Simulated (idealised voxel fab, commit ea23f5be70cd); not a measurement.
process module | voxel spacer lines
cross-section cut | 225 nm wide | cells 5 nm
A cross-section is a grid of square cells, given in bands from the top down. A band is one or more rows of cells.
Each band's line starts with the height of the band's top and of its bottom, in nm. Then come its materials from left to right, each with its width in nm. One material with "throughout" fills the band from edge to edge. "air" is empty space.
Height 0 is the level under which the wafer as received is all one material. The lowest band goes on downwards, as in "0 down".
A width such as "30 to 40" changes by the same amount from each row of cells to the next, from the band's top row to its bottom row.
"no change" after a step means that no cell of the cross-section changed.
closed voids: empty space of 8 cells or more with no open way to the top, each as width x height at its distance from the left edge, in nm
after a step's settings: what the simulator itself notes on the step
overlay nm, on a step with a mask: how far to the right of its planned place the mask lay; to the left if negative
plan
1 op RECEIVE | material Si
2 op CONFORMAL_DEP | material Al2O3 | thk nm 10
3 op DIRECTIONAL_DEP | material polySi | thk nm 10
4 op DIRECTIONAL_DEP | material aC | thk nm 25
5 op PATTERN | tone cover | mask id MANDREL | material resist | width nm 25 | pitch nm 70 | thk nm 30 | overlay nm 0
6 op DIRECTIONAL_ETCH | etch materials aC | depth nm 25
7 op STRIP | etch materials resist
8 op CONFORMAL_DEP | material SiO2 | thk nm 10
9 op DIRECTIONAL_ETCH | etch materials SiO2 | depth nm 10
10 op STRIP | etch materials aC
11 op DIRECTIONAL_ETCH | etch materials polySi | depth nm 10
12 op STRIP | etch materials SiO2
first wafer, as planned
as received, after step 1
  0 down: Si throughout
  closed voids: none
after step 2
  10 to 0: Al2O3 throughout
  below 0: unchanged
after step 3
  20 to 10: polySi throughout
  below 10: unchanged
after step 4
  45 to 20: aC throughout
  below 20: unchanged
after step 5
  75 to 45: air 65 | resist 25 | air 45 | resist 25 | air 65
  below 45: unchanged
after step 6
  50 to 45: air 65 | resist 25 | air 45 | resist 25 | air 65
  45 to 20: air 65 | aC 25 | air 45 | aC 25 | air 65
  below 20: unchanged
after step 7
  45 to 20: air 65 | aC 25 | air 45 | aC 25 | air 65
  below 20: unchanged
after step 8
  55 to 45: air 55 | SiO2 45 | air 25 | SiO2 45 | air 55
  45 to 30: air 55 | SiO2 10 | aC 25 | SiO2 10 | air 25 | SiO2 10 | aC 25 | SiO2 10 | air 55
  30 to 20: SiO2 65 | aC 25 | SiO2 45 | aC 25 | SiO2 65
  below 20: unchanged
after step 9
  45 to 20: air 55 | SiO2 10 | aC 25 | SiO2 10 | air 25 | SiO2 10 | aC 25 | SiO2 10 | air 55
  below 20: unchanged
after step 10
  45 to 20: air 55 | SiO2 10 | air 25 | SiO2 10 | air 25 | SiO2 10 | air 25 | SiO2 10 | air 55
  below 20: unchanged
after step 11
  45 to 20: air 55 | SiO2 10 | air 25 | SiO2 10 | air 25 | SiO2 10 | air 25 | SiO2 10 | air 55
  20 to 10: air 55 | polySi 10 | air 25 | polySi 10 | air 25 | polySi 10 | air 25 | polySi 10 | air 55
  below 10: unchanged
after step 12
  20 to 10: air 55 | polySi 10 | air 25 | polySi 10 | air 25 | polySi 10 | air 25 | polySi 10 | air 55
  below 10: unchanged
second wafer: like start, like plan, one mistake. Through step 1 it matches the first wafer
when step 2 should have ended: no change
when step 3 should have ended
  10 to 0: polySi throughout
  below 0: unchanged
when step 4 should have ended
  35 to 10: aC throughout
  below 10: unchanged
when step 5 should have ended
  65 to 35: air 65 | resist 25 | air 45 | resist 25 | air 65
  below 35: unchanged
when step 6 should have ended
  40 to 35: air 65 | resist 25 | air 45 | resist 25 | air 65
  35 to 10: air 65 | aC 25 | air 45 | aC 25 | air 65
  below 10: unchanged
when step 7 should have ended
  35 to 10: air 65 | aC 25 | air 45 | aC 25 | air 65
  below 10: unchanged
when step 8 should have ended
  45 to 35: air 55 | SiO2 45 | air 25 | SiO2 45 | air 55
  35 to 20: air 55 | SiO2 10 | aC 25 | SiO2 10 | air 25 | SiO2 10 | aC 25 | SiO2 10 | air 55
  20 to 10: SiO2 65 | aC 25 | SiO2 45 | aC 25 | SiO2 65
  below 10: unchanged
when step 9 should have ended
  35 to 10: air 55 | SiO2 10 | aC 25 | SiO2 10 | air 25 | SiO2 10 | aC 25 | SiO2 10 | air 55
  below 10: unchanged
when step 10 should have ended
  35 to 10: air 55 | SiO2 10 | air 25 | SiO2 10 | air 25 | SiO2 10 | air 25 | SiO2 10 | air 55
  below 10: unchanged
when step 11 should have ended
  35 to 10: air 55 | SiO2 10 | air 25 | SiO2 10 | air 25 | SiO2 10 | air 25 | SiO2 10 | air 55
  10 to 0: air 55 | polySi 10 | air 25 | polySi 10 | air 25 | polySi 10 | air 25 | polySi 10 | air 55
  below 0: unchanged
when step 12 should have ended
  10 to 0: air 55 | polySi 10 | air 25 | polySi 10 | air 25 | polySi 10 | air 25 | polySi 10 | air 55
  below 0: unchanged
what went wrong: step 2 was left out
at the end the second wafer has, in cells: 90 fewer of Al2O3
